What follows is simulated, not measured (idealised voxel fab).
Process module under the name voxel wiring stack
Pictured: cross-section cut, 155 nm wide, on a grid of 5 nm square cells.
Throughout this document, each cross-section is represented as a grid of square cells and is presented as a sequence of bands enumerated from the top downward, where a band comprises one or more rows of cells. It is stipulated that each band's entry specify, in nanometres, the height of the top of the band and then that of its bottom, followed by the materials of the band in left-to-right sequence, each together with its width in nanometres. A single material marked by the word "all across" is understood to fill the band from edge to edge; the word "air" is understood to denote empty space. Zero point of the height axis is 0; under it, received wafer = one material. Lowest band: continues down indefinitely, "0..down". The notation "30 to 40" denotes a width that varies across the rows of cells in the band, beginning at the first number in the top row, finishing at the second number in the bottom row, and changing by an identical amount from each row to the next. "all unchanged" means the step left every cell of the cross-section as it was. If an empty space has no open way to the top and is at least 8 cells in size, "Encapsulated voids" lists it, written width x height at distance, where distance is measured from the left edge and every value is in nm. Where a step's line continues beyond its settings, the continuation is a remark by the simulator itself on that step. When a step includes a mask, the "overlay nm" setting on its line states how far to the right of its planned place that mask lay, and negative values state how far to the left.
# Below is the list of planned process steps
step 1: op RECEIVE | material Si
step 2: op CONFORMAL_DEP | material SiO2 | thk nm 15
step 3: op CONFORMAL_DEP | material SiN | thk nm 5
step 4: op DIRECTIONAL_DEP | material SiO2 | thk nm 25
step 5: op DIRECTIONAL_DEP | material aC | thk nm 10
step 6: op PATTERN | tone open | mask id METAL_1 | material resist | width nm 25 | pitch nm 45 | thk nm 25 | overlay nm 0
step 7: op DIRECTIONAL_ETCH | etch materials aC | depth nm 10
step 8: op STRIP | etch materials resist
step 9: op DIRECTIONAL_ETCH | etch materials SiO2 | depth nm 25
step 10: op DIRECTIONAL_ETCH | etch materials SiN | depth nm 5
step 11: op STRIP | etch materials aC
step 12: op CONFORMAL_DEP | material TiN | thk nm 5
step 13: op FILL_DEP | material Ru | thk nm 5
step 14: op CMP | height nm 45
step 15: op CONFORMAL_DEP | material SiCN | thk nm 5
step 16: op DIRECTIONAL_DEP | material lowk | thk nm 25
step 17: op DIRECTIONAL_DEP | material aC | thk nm 10
step 18: op PATTERN | tone open | mask id METAL_2_HOLES | material resist | width nm 15 | pitch nm 45 | thk nm 30 | overlay nm 0
step 19: op DIRECTIONAL_ETCH | etch materials aC | depth nm 10
step 20: op STRIP | etch materials resist
step 21: op DIRECTIONAL_ETCH | etch materials lowk | depth nm 25
step 22: op STRIP | etch materials aC
step 23: op MASKED_ETCH | tone open | mask id METAL_2 | width nm 25 | pitch nm 45 | etch materials lowk | depth nm 15 | overlay nm 0
step 24: op MASKED_ETCH | tone open | mask id METAL_2 | width nm 25 | pitch nm 45 | etch materials SiCN | depth nm 5 | overlay nm 0
step 25: op CONFORMAL_DEP | material TiN | thk nm 5
step 26: op FILL_DEP | material Cu | thk nm 10
step 27: op CMP | height nm 75
step 28: op CONFORMAL_DEP | material SiCN | thk nm 5
step 29: op DIRECTIONAL_DEP | material SiO2 | thk nm 35
step 30: op PATTERN | tone open | mask id METAL_3_HOLES | material resist | width nm 15 | thk nm 20 | overlay nm 0
step 31: op DIRECTIONAL_ETCH | etch materials SiO2 | depth nm 35
step 32: op STRIP | etch materials resist
step 33: op PATTERN | tone open | mask id METAL_3 | material resist | width nm 25 | pitch nm 45 | thk nm 15 | overlay nm 0
step 34: op DIRECTIONAL_ETCH | etch materials SiO2 | depth nm 20
step 35: op DIRECTIONAL_ETCH | etch materials SiCN | depth nm 5
step 36: op STRIP | etch materials resist
step 37: op CONFORMAL_DEP | material TiN | thk nm 5
step 38: op FILL_DEP | material Cu | thk nm 5
step 39: op CMP | height nm 115
step 40: op CONFORMAL_DEP | material SiN | thk nm 5
# The first wafer of two, processed as planned
# As received (post step 1): cross-section
  0..down  Si all across
  Encapsulated voids: none
# The following cross-section depicts the wafer upon completion of step 2
  15..0  SiO2 all across
  Note: structure below 0 unchanged.
# The following cross-section depicts the wafer upon completion of step 3
  20..15  SiN all across
  Note: structure below 15 unchanged.
# The following cross-section depicts the wafer upon completion of step 4
  45..20  SiO2 all across
  Note: structure below 20 unchanged.
# The following cross-section depicts the wafer upon completion of step 5
  55..45  aC all across
  Note: structure below 45 unchanged.
# The following cross-section depicts the wafer upon completion of step 6
  80..55  40 nm resist  25 nm air  20 nm resist  25 nm air  45 nm resist
  Note: structure below 55 unchanged.
# The following cross-section depicts the wafer upon completion of step 7
  70..55  40 nm resist  25 nm air  20 nm resist  25 nm air  45 nm resist
  55..45  40 nm aC  25 nm air  20 nm aC  25 nm air  45 nm aC
  Note: structure below 45 unchanged.
# The following cross-section depicts the wafer upon completion of step 8
  55..45  40 nm aC  25 nm air  20 nm aC  25 nm air  45 nm aC
  Note: structure below 45 unchanged.
# The following cross-section depicts the wafer upon completion of step 9
  55..45  40 nm aC  25 nm air  20 nm aC  25 nm air  45 nm aC
  45..20  40 nm SiO2  25 nm air  20 nm SiO2  25 nm air  45 nm SiO2
  Note: structure below 20 unchanged.
# The following cross-section depicts the wafer upon completion of step 10
  55..45  40 nm aC  25 nm air  20 nm aC  25 nm air  45 nm aC
  45..20  40 nm SiO2  25 nm air  20 nm SiO2  25 nm air  45 nm SiO2
  20..15  40 nm SiN  25 nm air  20 nm SiN  25 nm air  45 nm SiN
  Note: structure below 15 unchanged.
# The following cross-section depicts the wafer upon completion of step 11
  45..20  40 nm SiO2  25 nm air  20 nm SiO2  25 nm air  45 nm SiO2
  Note: structure below 20 unchanged.
# The following cross-section depicts the wafer upon completion of step 12
  50..45  45 nm TiN  15 nm air  30 nm TiN  15 nm air  50 nm TiN
  45..20  40 nm SiO2  5 nm TiN  15 nm air  5 nm TiN  20 nm SiO2  5 nm TiN  15 nm air  5 nm TiN  45 nm SiO2
  20..15  40 nm SiN  25 nm TiN  20 nm SiN  25 nm TiN  45 nm SiN
  Note: structure below 15 unchanged.
# The following cross-section depicts the wafer upon completion of step 13
  55..50  Ru all across
  50..45  45 nm TiN  15 nm Ru  30 nm TiN  15 nm Ru  50 nm TiN
  45..20  40 nm SiO2  5 nm TiN  15 nm Ru  5 nm TiN  20 nm SiO2  5 nm TiN  15 nm Ru  5 nm TiN  45 nm SiO2
  Note: structure below 20 unchanged.
# The following cross-section depicts the wafer upon completion of step 14
  45..20  40 nm SiO2  5 nm TiN  15 nm Ru  5 nm TiN  20 nm SiO2  5 nm TiN  15 nm Ru  5 nm TiN  45 nm SiO2
  Note: structure below 20 unchanged.
# The following cross-section depicts the wafer upon completion of step 15
  50..45  SiCN all across
  Note: structure below 45 unchanged.
# The following cross-section depicts the wafer upon completion of step 16
  75..50  lowk all across
  Note: structure below 50 unchanged.
# The following cross-section depicts the wafer upon completion of step 17
  85..75  aC all across
  Note: structure below 75 unchanged.
# The following cross-section depicts the wafer upon completion of step 18
  115..85  40 nm resist  15 nm air  30 nm resist  15 nm air  55 nm resist
  Note: structure below 85 unchanged.
# The following cross-section depicts the wafer upon completion of step 19
  105..85  40 nm resist  15 nm air  30 nm resist  15 nm air  55 nm resist
  85..75  40 nm aC  15 nm air  30 nm aC  15 nm air  55 nm aC
  Note: structure below 75 unchanged.
# The following cross-section depicts the wafer upon completion of step 20
  85..75  40 nm aC  15 nm air  30 nm aC  15 nm air  55 nm aC
  Note: structure below 75 unchanged.
# The following cross-section depicts the wafer upon completion of step 21
  85..75  40 nm aC  15 nm air  30 nm aC  15 nm air  55 nm aC
  75..50  40 nm lowk  15 nm air  30 nm lowk  15 nm air  55 nm lowk
  Note: structure below 50 unchanged.
# The following cross-section depicts the wafer upon completion of step 22
  75..50  40 nm lowk  15 nm air  30 nm lowk  15 nm air  55 nm lowk
  Note: structure below 50 unchanged.
# The following cross-section depicts the wafer upon completion of step 23
  75..60  40 nm lowk  25 nm air  20 nm lowk  25 nm air  45 nm lowk
  Note: structure below 60 unchanged.
# The following cross-section depicts the wafer upon completion of step 24
  75..60  40 nm lowk  25 nm air  20 nm lowk  25 nm air  45 nm lowk
  60..50  40 nm lowk  15 nm air  30 nm lowk  15 nm air  55 nm lowk
  50..45  40 nm SiCN  15 nm air  30 nm SiCN  15 nm air  55 nm SiCN
  Note: structure below 45 unchanged.
# The following cross-section depicts the wafer upon completion of step 25
  80..75  45 nm TiN  15 nm air  30 nm TiN  15 nm air  50 nm TiN
  75..65  40 nm lowk  5 nm TiN  15 nm air  5 nm TiN  20 nm lowk  5 nm TiN  15 nm air  5 nm TiN  45 nm lowk
  65..60  40 nm lowk  5 nm TiN  5 nm air  15 nm TiN  20 nm lowk  5 nm TiN  5 nm air  15 nm TiN  45 nm lowk
  60..50  40 nm lowk  5 nm TiN  5 nm air  5 nm TiN  30 nm lowk  5 nm TiN  5 nm air  5 nm TiN  55 nm lowk
  50..45  40 nm SiCN  15 nm TiN  30 nm SiCN  15 nm TiN  55 nm SiCN
  Note: structure below 45 unchanged.
# The following cross-section depicts the wafer upon completion of step 26
  90..80  Cu all across
  80..75  45 nm TiN  15 nm Cu  30 nm TiN  15 nm Cu  50 nm TiN
  75..65  40 nm lowk  5 nm TiN  15 nm Cu  5 nm TiN  20 nm lowk  5 nm TiN  15 nm Cu  5 nm TiN  45 nm lowk
  65..60  40 nm lowk  5 nm TiN  5 nm Cu  15 nm TiN  20 nm lowk  5 nm TiN  5 nm Cu  15 nm TiN  45 nm lowk
  60..50  40 nm lowk  5 nm TiN  5 nm Cu  5 nm TiN  30 nm lowk  5 nm TiN  5 nm Cu  5 nm TiN  55 nm lowk
  Note: structure below 50 unchanged.
# The following cross-section depicts the wafer upon completion of step 27
  75..65  40 nm lowk  5 nm TiN  15 nm Cu  5 nm TiN  20 nm lowk  5 nm TiN  15 nm Cu  5 nm TiN  45 nm lowk
  Note: structure below 65 unchanged.
# The following cross-section depicts the wafer upon completion of step 28
  80..75  SiCN all across
  Note: structure below 75 unchanged.
# The following cross-section depicts the wafer upon completion of step 29
  115..80  SiO2 all across
  Note: structure below 80 unchanged.
# The following cross-section depicts the wafer upon completion of step 30
  135..115  40 nm resist  15 nm air  100 nm resist
  Note: structure below 115 unchanged.
# The following cross-section depicts the wafer upon completion of step 31
  135..115  40 nm resist  15 nm air  100 nm resist
  115..80  40 nm SiO2  15 nm air  100 nm SiO2
  Note: structure below 80 unchanged.
# The following cross-section depicts the wafer upon completion of step 32
  115..80  40 nm SiO2  15 nm air  100 nm SiO2
  Note: structure below 80 unchanged.
# The following cross-section depicts the wafer upon completion of step 33
  130..115  40 nm resist  25 nm air  20 nm resist  25 nm air  45 nm resist
  Note: structure below 115 unchanged.
# The following cross-section depicts the wafer upon completion of step 34
  130..115  40 nm resist  25 nm air  20 nm resist  25 nm air  45 nm resist
  115..95  40 nm SiO2  25 nm air  20 nm SiO2  25 nm air  45 nm SiO2
  Note: structure below 95 unchanged.
# The following cross-section depicts the wafer upon completion of step 35
  130..115  40 nm resist  25 nm air  20 nm resist  25 nm air  45 nm resist
  115..95  40 nm SiO2  25 nm air  20 nm SiO2  25 nm air  45 nm SiO2
  95..80  40 nm SiO2  15 nm air  100 nm SiO2
  80..75  40 nm SiCN  15 nm air  100 nm SiCN
  Note: structure below 75 unchanged.
# The following cross-section depicts the wafer upon completion of step 36
  115..95  40 nm SiO2  25 nm air  20 nm SiO2  25 nm air  45 nm SiO2
  Note: structure below 95 unchanged.
# The following cross-section depicts the wafer upon completion of step 37
  120..115  45 nm TiN  15 nm air  30 nm TiN  15 nm air  50 nm TiN
  115..100  40 nm SiO2  5 nm TiN  15 nm air  5 nm TiN  20 nm SiO2  5 nm TiN  15 nm air  5 nm TiN  45 nm SiO2
  100..95  40 nm SiO2  5 nm TiN  5 nm air  15 nm TiN  20 nm SiO2  25 nm TiN  45 nm SiO2
  95..80  40 nm SiO2  5 nm TiN  5 nm air  5 nm TiN  100 nm SiO2
  80..75  40 nm SiCN  15 nm TiN  100 nm SiCN
  Note: structure below 75 unchanged.
# The following cross-section depicts the wafer upon completion of step 38
  125..120  Cu all across
  120..115  45 nm TiN  15 nm Cu  30 nm TiN  15 nm Cu  50 nm TiN
  115..100  40 nm SiO2  5 nm TiN  15 nm Cu  5 nm TiN  20 nm SiO2  5 nm TiN  15 nm Cu  5 nm TiN  45 nm SiO2
  100..95  40 nm SiO2  5 nm TiN  5 nm Cu  15 nm TiN  20 nm SiO2  25 nm TiN  45 nm SiO2
  95..80  40 nm SiO2  5 nm TiN  5 nm Cu  5 nm TiN  100 nm SiO2
  Note: structure below 80 unchanged.
# The following cross-section depicts the wafer upon completion of step 39
  115..100  40 nm SiO2  5 nm TiN  15 nm Cu  5 nm TiN  20 nm SiO2  5 nm TiN  15 nm Cu  5 nm TiN  45 nm SiO2
  Note: structure below 100 unchanged.
# The following cross-section depicts the wafer upon completion of step 40
  120..115  SiN all across
  Note: structure below 115 unchanged.
# Okay, second wafer. Nothing different at the start, nothing different in the plan, just one mistake somewhere in the running. As far as step 5, counting that step, it's the first wafer all over again
# Second wafer, section view, time point: scheduled end of step 6
  80..55  40 nm air  25 nm resist  20 nm air  25 nm resist  45 nm air
  Note: structure below 55 unchanged.
# Second wafer, section view, time point: scheduled end of step 7
  70..55  40 nm air  25 nm resist  20 nm air  25 nm resist  45 nm air
  55..45  40 nm air  25 nm aC  20 nm air  25 nm aC  45 nm air
  Note: structure below 45 unchanged.
# Second wafer, section view, time point: scheduled end of step 8
  55..45  40 nm air  25 nm aC  20 nm air  25 nm aC  45 nm air
  Note: structure below 45 unchanged.
# Second wafer, section view, time point: scheduled end of step 9
  55..45  40 nm air  25 nm aC  20 nm air  25 nm aC  45 nm air
  45..20  40 nm air  25 nm SiO2  20 nm air  25 nm SiO2  45 nm air
  Note: structure below 20 unchanged.
# Second wafer, section view, time point: scheduled end of step 10
  55..45  40 nm air  25 nm aC  20 nm air  25 nm aC  45 nm air
  45..20  40 nm air  25 nm SiO2  20 nm air  25 nm SiO2  45 nm air
  20..15  40 nm air  25 nm SiN  20 nm air  25 nm SiN  45 nm air
  Note: structure below 15 unchanged.
# Second wafer, section view, time point: scheduled end of step 11
  45..20  40 nm air  25 nm SiO2  20 nm air  25 nm SiO2  45 nm air
  Note: structure below 20 unchanged.
# Second wafer, section view, time point: scheduled end of step 12
  50..45  35 nm air  35 nm TiN  10 nm air  35 nm TiN  40 nm air
  45..20  35 nm air  5 nm TiN  25 nm SiO2  5 nm TiN  10 nm air  5 nm TiN  25 nm SiO2  5 nm TiN  40 nm air
  20..15  40 nm TiN  25 nm SiN  20 nm TiN  25 nm SiN  45 nm TiN
  Note: structure below 15 unchanged.
# Second wafer, section view, time point: scheduled end of step 13
  55..50  Ru all across
  50..45  35 nm Ru  35 nm TiN  10 nm Ru  35 nm TiN  40 nm Ru
  45..20  35 nm Ru  5 nm TiN  25 nm SiO2  5 nm TiN  10 nm Ru  5 nm TiN  25 nm SiO2  5 nm TiN  40 nm Ru
  Note: structure below 20 unchanged.
# Second wafer, section view, time point: scheduled end of step 14
  45..20  35 nm Ru  5 nm TiN  25 nm SiO2  5 nm TiN  10 nm Ru  5 nm TiN  25 nm SiO2  5 nm TiN  40 nm Ru
  Note: structure below 20 unchanged.
# Second wafer, section view, time point: scheduled end of step 15
  50..45  SiCN all across
  Note: structure below 45 unchanged.
# Second wafer, section view, time point: scheduled end of step 16
  75..50  lowk all across
  Note: structure below 50 unchanged.
# Second wafer, section view, time point: scheduled end of step 17
  85..75  aC all across
  Note: structure below 75 unchanged.
# Second wafer, section view, time point: scheduled end of step 18
  115..85  40 nm resist  15 nm air  30 nm resist  15 nm air  55 nm resist
  Note: structure below 85 unchanged.
# Second wafer, section view, time point: scheduled end of step 19
  105..85  40 nm resist  15 nm air  30 nm resist  15 nm air  55 nm resist
  85..75  40 nm aC  15 nm air  30 nm aC  15 nm air  55 nm aC
  Note: structure below 75 unchanged.
# Second wafer, section view, time point: scheduled end of step 20
  85..75  40 nm aC  15 nm air  30 nm aC  15 nm air  55 nm aC
  Note: structure below 75 unchanged.
# Second wafer, section view, time point: scheduled end of step 21
  85..75  40 nm aC  15 nm air  30 nm aC  15 nm air  55 nm aC
  75..50  40 nm lowk  15 nm air  30 nm lowk  15 nm air  55 nm lowk
  Note: structure below 50 unchanged.
# Second wafer, section view, time point: scheduled end of step 22
  75..50  40 nm lowk  15 nm air  30 nm lowk  15 nm air  55 nm lowk
  Note: structure below 50 unchanged.
# Second wafer, section view, time point: scheduled end of step 23
  75..60  40 nm lowk  25 nm air  20 nm lowk  25 nm air  45 nm lowk
  Note: structure below 60 unchanged.
# Second wafer, section view, time point: scheduled end of step 24
  75..60  40 nm lowk  25 nm air  20 nm lowk  25 nm air  45 nm lowk
  60..50  40 nm lowk  15 nm air  30 nm lowk  15 nm air  55 nm lowk
  50..45  40 nm SiCN  15 nm air  30 nm SiCN  15 nm air  55 nm SiCN
  Note: structure below 45 unchanged.
# Second wafer, section view, time point: scheduled end of step 25
  80..75  45 nm TiN  15 nm air  30 nm TiN  15 nm air  50 nm TiN
  75..65  40 nm lowk  5 nm TiN  15 nm air  5 nm TiN  20 nm lowk  5 nm TiN  15 nm air  5 nm TiN  45 nm lowk
  65..60  40 nm lowk  5 nm TiN  5 nm air  15 nm TiN  20 nm lowk  5 nm TiN  5 nm air  15 nm TiN  45 nm lowk
  60..50  40 nm lowk  5 nm TiN  5 nm air  5 nm TiN  30 nm lowk  5 nm TiN  5 nm air  5 nm TiN  55 nm lowk
  50..45  40 nm SiCN  15 nm TiN  30 nm SiCN  15 nm TiN  55 nm SiCN
  Note: structure below 45 unchanged.
# Second wafer, section view, time point: scheduled end of step 26
  90..80  Cu all across
  80..75  45 nm TiN  15 nm Cu  30 nm TiN  15 nm Cu  50 nm TiN
  75..65  40 nm lowk  5 nm TiN  15 nm Cu  5 nm TiN  20 nm lowk  5 nm TiN  15 nm Cu  5 nm TiN  45 nm lowk
  65..60  40 nm lowk  5 nm TiN  5 nm Cu  15 nm TiN  20 nm lowk  5 nm TiN  5 nm Cu  15 nm TiN  45 nm lowk
  60..50  40 nm lowk  5 nm TiN  5 nm Cu  5 nm TiN  30 nm lowk  5 nm TiN  5 nm Cu  5 nm TiN  55 nm lowk
  Note: structure below 50 unchanged.
# Second wafer, section view, time point: scheduled end of step 27
  75..65  40 nm lowk  5 nm TiN  15 nm Cu  5 nm TiN  20 nm lowk  5 nm TiN  15 nm Cu  5 nm TiN  45 nm lowk
  Note: structure below 65 unchanged.
# Second wafer, section view, time point: scheduled end of step 28
  80..75  SiCN all across
  Note: structure below 75 unchanged.
# Second wafer, section view, time point: scheduled end of step 29
  115..80  SiO2 all across
  Note: structure below 80 unchanged.
# Second wafer, section view, time point: scheduled end of step 30
  135..115  40 nm resist  15 nm air  100 nm resist
  Note: structure below 115 unchanged.
# Second wafer, section view, time point: scheduled end of step 31
  135..115  40 nm resist  15 nm air  100 nm resist
  115..80  40 nm SiO2  15 nm air  100 nm SiO2
  Note: structure below 80 unchanged.
# Second wafer, section view, time point: scheduled end of step 32
  115..80  40 nm SiO2  15 nm air  100 nm SiO2
  Note: structure below 80 unchanged.
# Second wafer, section view, time point: scheduled end of step 33
  130..115  40 nm resist  25 nm air  20 nm resist  25 nm air  45 nm resist
  Note: structure below 115 unchanged.
# Second wafer, section view, time point: scheduled end of step 34
  130..115  40 nm resist  25 nm air  20 nm resist  25 nm air  45 nm resist
  115..95  40 nm SiO2  25 nm air  20 nm SiO2  25 nm air  45 nm SiO2
  Note: structure below 95 unchanged.
# Second wafer, section view, time point: scheduled end of step 35
  130..115  40 nm resist  25 nm air  20 nm resist  25 nm air  45 nm resist
  115..95  40 nm SiO2  25 nm air  20 nm SiO2  25 nm air  45 nm SiO2
  95..80  40 nm SiO2  15 nm air  100 nm SiO2
  80..75  40 nm SiCN  15 nm air  100 nm SiCN
  Note: structure below 75 unchanged.
# Second wafer, section view, time point: scheduled end of step 36
  115..95  40 nm SiO2  25 nm air  20 nm SiO2  25 nm air  45 nm SiO2
  Note: structure below 95 unchanged.
# Second wafer, section view, time point: scheduled end of step 37
  120..115  45 nm TiN  15 nm air  30 nm TiN  15 nm air  50 nm TiN
  115..100  40 nm SiO2  5 nm TiN  15 nm air  5 nm TiN  20 nm SiO2  5 nm TiN  15 nm air  5 nm TiN  45 nm SiO2
  100..95  40 nm SiO2  5 nm TiN  5 nm air  15 nm TiN  20 nm SiO2  25 nm TiN  45 nm SiO2
  95..80  40 nm SiO2  5 nm TiN  5 nm air  5 nm TiN  100 nm SiO2
  80..75  40 nm SiCN  15 nm TiN  100 nm SiCN
  Note: structure below 75 unchanged.
# Second wafer, section view, time point: scheduled end of step 38
  125..120  Cu all across
  120..115  45 nm TiN  15 nm Cu  30 nm TiN  15 nm Cu  50 nm TiN
  115..100  40 nm SiO2  5 nm TiN  15 nm Cu  5 nm TiN  20 nm SiO2  5 nm TiN  15 nm Cu  5 nm TiN  45 nm SiO2
  100..95  40 nm SiO2  5 nm TiN  5 nm Cu  15 nm TiN  20 nm SiO2  25 nm TiN  45 nm SiO2
  95..80  40 nm SiO2  5 nm TiN  5 nm Cu  5 nm TiN  100 nm SiO2
  Note: structure below 80 unchanged.
# Second wafer, section view, time point: scheduled end of step 39
  115..100  40 nm SiO2  5 nm TiN  15 nm Cu  5 nm TiN  20 nm SiO2  5 nm TiN  15 nm Cu  5 nm TiN  45 nm SiO2
  Note: structure below 100 unchanged.
# Second wafer, section view, time point: scheduled end of step 40
  120..115  SiN all across
  Note: structure below 115 unchanged.
Where did the run depart from the plan? not per plan at step 6, really ran op PATTERN | tone cover | mask id METAL_1 | material resist | width nm 25 | pitch nm 45 | thk nm 25 | overlay nm 0
FYI, end of process, the second wafer has more or fewer cells of some materials than the first: Ru +55, SiN -11, SiO2 -55, TiN +11
